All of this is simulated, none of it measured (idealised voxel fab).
Module name: voxel wiring stack (process module)
FYI the section here is cut, 290 nm wide, cells are 5 nm squares.
Cross-section format: a grid of square cells, given as bands from top to bottom; each band is one or more rows of cells.
Quick guide to a band line: top height, bottom height (nm) up front; then every material left to right with its width in nm. Only one material and it's marked "everywhere"? Then it fills the band edge to edge. And "air" just means empty space.
Height 0 is the level under which the wafer as received is all one material. The lowest band goes on downwards, as in "0 and below".
A width such as "30..40" changes by the same amount from each row of cells to the next, from the band's top row to its bottom row.
A step reported as "no modifications" is a step in which no cell of the cross-section changed.
Enclosed empty spaces: empty space of 8 cells or more with no open way to the top, each as width x height at its distance from the left edge, in nm
Post-settings text on a step line: simulator's own remark regarding the step.
Steps that use a mask can have "overlay nm" on their line. It says how far the mask sat to the right of where it was meant to be. Negative means to the left.

Process steps foreseen in the plan
- 1: RECEIVE with material Si
- 2: CONFORMAL_DEP with material SiO2, thk nm 15
- 3: CONFORMAL_DEP with material SiCN, thk nm 5
- 4: DIRECTIONAL_DEP with material SiO2, thk nm 20
- 5: PATTERN with tone open, mask id METAL_1, material resist, width nm 30, pitch nm 50, thk nm 15, overlay nm 0
- 6: DIRECTIONAL_ETCH with etch materials SiO2, depth nm 20
- 7: DIRECTIONAL_ETCH with etch materials SiCN, depth nm 5
- 8: STRIP with etch materials resist
- 9: CONFORMAL_DEP with material TiN, thk nm 5
- 10: FILL_DEP with material Cu, thk nm 5
- 11: CMP with height nm 40
- 12: EPI with material Ru, thk nm 5
- 13: FILL_DEP with material SiCN, thk nm 5
- 14: DIRECTIONAL_DEP with material lowk, thk nm 20
- 15: DIRECTIONAL_DEP with material aC, thk nm 15
- 16: PATTERN with tone open, mask id PLUG_1, material resist, width nm 15, pitch nm 50, thk nm 35, overlay nm 0
- 17: DIRECTIONAL_ETCH with etch materials aC, depth nm 15
- 18: STRIP with etch materials resist
- 19: DIRECTIONAL_ETCH with etch materials lowk, depth nm 20
- 20: DIRECTIONAL_ETCH with etch materials SiCN, depth nm 5
- 21: STRIP with etch materials aC
- 22: CONFORMAL_DEP with material TiN, thk nm 5
- 23: FILL_DEP with material Ru, thk nm 5
- 24: CMP with height nm 70
- 25: CONFORMAL_DEP with material SiN, thk nm 5
- 26: DIRECTIONAL_DEP with material lowk, thk nm 15
- 27: MASKED_ETCH with tone open, mask id METAL_2, width nm 30, pitch nm 50, etch materials lowk, depth nm 15, overlay nm 0
- 28: MASKED_ETCH with tone open, mask id METAL_2, width nm 30, pitch nm 50, etch materials SiN, depth nm 5, overlay nm 0
- 29: CONFORMAL_DEP with material TiN, thk nm 5
- 30: FILL_DEP with material Cu, thk nm 10
- 31: CMP with height nm 90
- 32: CONFORMAL_DEP with material SiCN, thk nm 5

Here's what the wafer looked like in cross-section when it arrived - that's after step 1
	0 and below = Si everywhere
	Enclosed empty spaces: none

End-of-module cross-section of the first of two wafers, processed as planned
	95 down to 90 = SiCN everywhere
	90 down to 75 = lowk (55) / TiN (5) / Cu (20) / TiN (5) / lowk (20) / TiN (5) / Cu (20) / TiN (5) / lowk (20) / TiN (5) / Cu (20) / TiN (5) / lowk (20) / TiN (5) / Cu (20) / TiN (5) / lowk (55)
	75 down to 70 = SiN (55) / TiN (30) / SiN (20) / TiN (30) / SiN (20) / TiN (30) / SiN (20) / TiN (30) / SiN (55)
	70 down to 50 = lowk (55) / TiN (5) / Ru (5) / TiN (5) / lowk (35) / TiN (5) / Ru (5) / TiN (5) / lowk (35) / TiN (5) / Ru (5) / TiN (5) / lowk (35) / TiN (5) / Ru (5) / TiN (5) / lowk (70)
	50 down to 45 = SiCN (55) / TiN (15) / SiCN (35) / TiN (15) / SiCN (35) / TiN (15) / SiCN (35) / TiN (15) / SiCN (70)
	45 down to 40 = SiCN (50) / Ru (40) / SiCN (10) / Ru (40) / SiCN (10) / Ru (40) / SiCN (10) / Ru (40) / SiCN (50)
	40 down to 20 = SiO2 (55) / TiN (5) / Cu (20) / TiN (5) / SiO2 (20) / TiN (5) / Cu (20) / TiN (5) / SiO2 (20) / TiN (5) / Cu (20) / TiN (5) / SiO2 (20) / TiN (5) / Cu (20) / TiN (5) / SiO2 (55)
	20 down to 15 = SiCN (55) / TiN (30) / SiCN (20) / TiN (30) / SiCN (20) / TiN (30) / SiCN (20) / TiN (30) / SiCN (55)
	15 down to 0 = SiO2 everywhere
	0 and below = Si everywhere
	Enclosed empty spaces: none

This cross-section belongs to the second wafer of two at the end of the module; the start and the plan were shared with the first, and the run included one mistake
	95 down to 90 = TiN everywhere
	90 down to 75 = lowk (55) / TiN (5) / Cu (20) / TiN (5) / lowk (20) / TiN (5) / Cu (20) / TiN (5) / lowk (20) / TiN (5) / Cu (20) / TiN (5) / lowk (20) / TiN (5) / Cu (20) / TiN (5) / lowk (55)
	75 down to 70 = SiN (55) / TiN (30) / SiN (20) / TiN (30) / SiN (20) / TiN (30) / SiN (20) / TiN (30) / SiN (55)
	70 down to 50 = lowk (55) / TiN (5) / Ru (5) / TiN (5) / lowk (35) / TiN (5) / Ru (5) / TiN (5) / lowk (35) / TiN (5) / Ru (5) / TiN (5) / lowk (35) / TiN (5) / Ru (5) / TiN (5) / lowk (70)
	50 down to 45 = SiCN (55) / TiN (15) / SiCN (35) / TiN (15) / SiCN (35) / TiN (15) / SiCN (35) / TiN (15) / SiCN (70)
	45 down to 40 = SiCN (50) / Ru (40) / SiCN (10) / Ru (40) / SiCN (10) / Ru (40) / SiCN (10) / Ru (40) / SiCN (50)
	40 down to 20 = SiO2 (55) / TiN (5) / Cu (20) / TiN (5) / SiO2 (20) / TiN (5) / Cu (20) / TiN (5) / SiO2 (20) / TiN (5) / Cu (20) / TiN (5) / SiO2 (20) / TiN (5) / Cu (20) / TiN (5) / SiO2 (55)
	20 down to 15 = SiCN (55) / TiN (30) / SiCN (20) / TiN (30) / SiCN (20) / TiN (30) / SiCN (20) / TiN (30) / SiCN (55)
	15 down to 0 = SiO2 everywhere
	0 and below = Si everywhere
	Enclosed empty spaces: none
Here's what went sideways: step 32 ran as: CONFORMAL_DEP with material TiN, thk nm 5
Once processing is complete, comparing cell counts shows that the second wafer has more or fewer of certain materials than the first: SiCN: 58 fewer | TiN: 58 more
